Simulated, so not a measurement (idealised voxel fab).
process module | voxel tone inversion
cross-section cut | 220 nm wide | cells 5 nm
A cross-section is a grid of square cells, given in bands from the top down. A band is one or more rows of cells.
Each band's line starts with the height of the band's top and of its bottom, in nm. Then come its materials from left to right, each with its width in nm. One material with "throughout" fills the band from edge to edge. "air" is empty space.
Height 0 is the level under which the wafer as received is all one material. The lowest band goes on downwards, as in "0 down".
A width such as "30 to 40" changes by the same amount from each row of cells to the next, from the band's top row to its bottom row.
"no change" after a step means that no cell of the cross-section changed.
closed voids: empty space of 8 cells or more with no open way to the top, each as width x height at its distance from the left edge, in nm
after a step's settings: what the simulator itself notes on the step
overlay nm, on a step with a mask: how far to the right of its planned place the mask lay; to the left if negative
plan
1 op RECEIVE | material Si
2 op CONFORMAL_DEP | material SiN | thk nm 5
3 op DIRECTIONAL_DEP | material polySi | thk nm 20
4 op PATTERN | tone cover | mask id POSTS | material resist | width nm 15 | pitch nm 45 | thk nm 25 | overlay nm 0
5 op DIRECTIONAL_ETCH | etch materials polySi | depth nm 20
6 op STRIP | etch materials resist
7 op FILL_DEP | material lowk | thk nm 10
8 op CMP | height nm 25
9 op STRIP | etch materials polySi
as received, after step 1
  0 down: Si throughout
  closed voids: none
first wafer at the end, as planned
  25 to 5: lowk 35 | air 15 | lowk 30 | air 15 | lowk 30 | air 15 | lowk 30 | air 15 | lowk 35
  5 to 0: SiN throughout
  0 down: Si throughout
  closed voids: none
second wafer at the end: like start, like plan, one mistake
  15 to 5: lowk 35 | air 15 | lowk 30 | air 15 | lowk 30 | air 15 | lowk 30 | air 15 | lowk 35
  5 to 0: SiN throughout
  0 down: Si throughout
  closed voids: none
what went wrong: step 8 ran as: op CMP | height nm 15
at the end the second wafer has, in cells: 64 fewer of lowk
